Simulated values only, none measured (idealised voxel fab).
process module | voxel released beams
cross-section cut | 190 nm wide | cells 5 nm
A cross-section is a grid of square cells, given in bands from the top down. A band is one or more rows of cells.
Each band's line starts with the height of the band's top and of its bottom, in nm. Then come its materials from left to right, each with its width in nm. One material with "throughout" fills the band from edge to edge. "air" is empty space.
Height 0 is the level under which the wafer as received is all one material. The lowest band goes on downwards, as in "0 down".
A width such as "30 to 40" changes by the same amount from each row of cells to the next, from the band's top row to its bottom row.
"no change" after a step means that no cell of the cross-section changed.
closed voids: empty space of 8 cells or more with no open way to the top, each as width x height at its distance from the left edge, in nm
after a step's settings: what the simulator itself notes on the step
overlay nm, on a step with a mask: how far to the right of its planned place the mask lay; to the left if negative
plan
1 op RECEIVE | material Si
2 op CONFORMAL_DEP | material Al2O3 | thk nm 5
3 op DIRECTIONAL_DEP | material SiO2 | thk nm 20
4 op MASKED_ETCH | tone open | mask id ANCHOR | width nm 35 | etch materials SiO2 | depth nm 20 | overlay nm 0
5 op CONFORMAL_DEP | material W | thk nm 15
6 op DIRECTIONAL_DEP | material aC | thk nm 10
7 op PATTERN | tone cover | mask id BEAM | material resist | width nm 115 | thk nm 25 | overlay nm -15
8 op DIRECTIONAL_ETCH | etch materials aC | depth nm 10
9 op STRIP | etch materials resist
10 op DIRECTIONAL_ETCH | etch materials W | depth nm 15
11 op STRIP | etch materials aC
12 op STRIP | etch materials SiO2
varied across the wafers: overlay nm of step 7. The plan shows the first wafer's value. All wafers start alike
first wafer as received, after step 1
  0 down: Si throughout
  closed voids: none
first wafer at the end, after step 12
  40 to 25: air 20 | W 35 | air 5 | W 75 | air 55
  25 to 20: air 40 | W 15 | air 5 | W 15 | air 115
  20 to 5: air 40 | W 35 | air 115
  5 to 0: Al2O3 throughout
  0 down: Si throughout
  closed voids: none
last wafer at the end
  40 to 25: air 50 | W 5 | air 5 | W 105 | air 25
  25 to 20: air 40 | W 15 | air 5 | W 15 | air 115
  20 to 5: air 40 | W 35 | air 115
  5 to 0: Al2O3 throughout
  0 down: Si throughout
  closed voids: none
each wafer at the end: cells of each material gained (+) or lost (-) since it was received, then its closed voids
overlay nm -15 | +38 Al2O3 | +93 W | closed voids: none
overlay nm -10 | +38 Al2O3 | +93 W | closed voids: none
overlay nm -5 | +38 Al2O3 | +93 W | closed voids: none
overlay nm 0 | +38 Al2O3 | +93 W | closed voids: none
overlay nm 5 | +38 Al2O3 | +93 W | closed voids: none
overlay nm 10 | +38 Al2O3 | +93 W | closed voids: none
overlay nm 15 | +38 Al2O3 | +93 W | closed voids: none
